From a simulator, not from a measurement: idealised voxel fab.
The process module presented herein is designated voxel self aligned contacts.
For reference, the cross-section in this document is cut, with width 220 nm and square cells of 5 nm.
In this document a cross-section is written as a grid of square cells. It is given as a series of bands, listed from the top down, and a band is one or more rows of cells.
First you get the band's top height and its bottom height, in nm, and then the materials it's made of, left to right, with each width in nm. If you see a single material with "full width", that one covers the band edge to edge. "air" is empty space.
Height is counted from the level 0, under which the received wafer is composed throughout of one material. The lowest of the bands is not closed at the bottom but continues downward, in the notation "0 nm and below".
A width such as "30..40" changes by the same amount from each row of cells to the next, from the band's top row to its bottom row.
When a step is marked "nothing altered", none of the cells in the cross-section changed during that step.
Each empty space that has no open way to the top and spans at least 8 cells appears under "Closed empty spaces" as width x height at distance, the distance counted from the left edge, all in nm.
Post-settings text on a step line: simulator's own remark regarding the step.
overlay nm: where the mask lay relative to plan, measured to the right, on steps with a mask; negatives go left.

**Steps planned for the process**
1,RECEIVE (material Si)
2,OXIDIZE (depth nm 5)
3,DIRECTIONAL_DEP (material polySi; thk nm 30)
4,DIRECTIONAL_DEP (material SiN; thk nm 25)
5,PATTERN (tone cover; mask id GATE; material resist; width nm 30; pitch nm 70; thk nm 15; overlay nm 0)
6,DIRECTIONAL_ETCH (etch materials SiN; depth nm 25)
7,DIRECTIONAL_ETCH (etch materials polySi; depth nm 30)
8,STRIP (etch materials resist)
9,CONFORMAL_DEP (material SiN; thk nm 10)
10,DIRECTIONAL_ETCH (etch materials SiN; depth nm 10)
11,FILL_DEP (material SiO2; thk nm 15)
12,CMP (height nm 60)
13,PATTERN (tone open; mask id CONTACT; material resist; width nm 50; pitch nm 70; thk nm 15; overlay nm 0)
14,DIRECTIONAL_ETCH (etch materials SiO2; depth nm 65)
15,STRIP (etch materials resist)
16,CONFORMAL_DEP (material TiN; thk nm 5)
17,FILL_DEP (material W; thk nm 10)
18,CMP (height nm 60)
19,CONFORMAL_DEP (material SiN; thk nm 5)

**Delivered wafer in cross-section: state after step 1**
> 0 nm and below | Si full width
> Closed empty spaces: none

**End state of the module in cross-section, given the above starting point and plan and one mistake in execution**
> 65 nm to 60 nm | SiN full width
> 60 nm to 55 nm | SiO2=15 | SiN=50 | TiN=20 | SiN=50 | TiN=20 | SiN=50 | SiO2=15
> 55 nm to 30 nm | SiN full width
> 30 nm to 0 nm | polySi full width
> 0 nm to -5 nm | SiO2 full width
> -5 nm and below | Si full width
> Closed empty spaces: none
Finding, execution versus plan: plan step 4 was twice executed
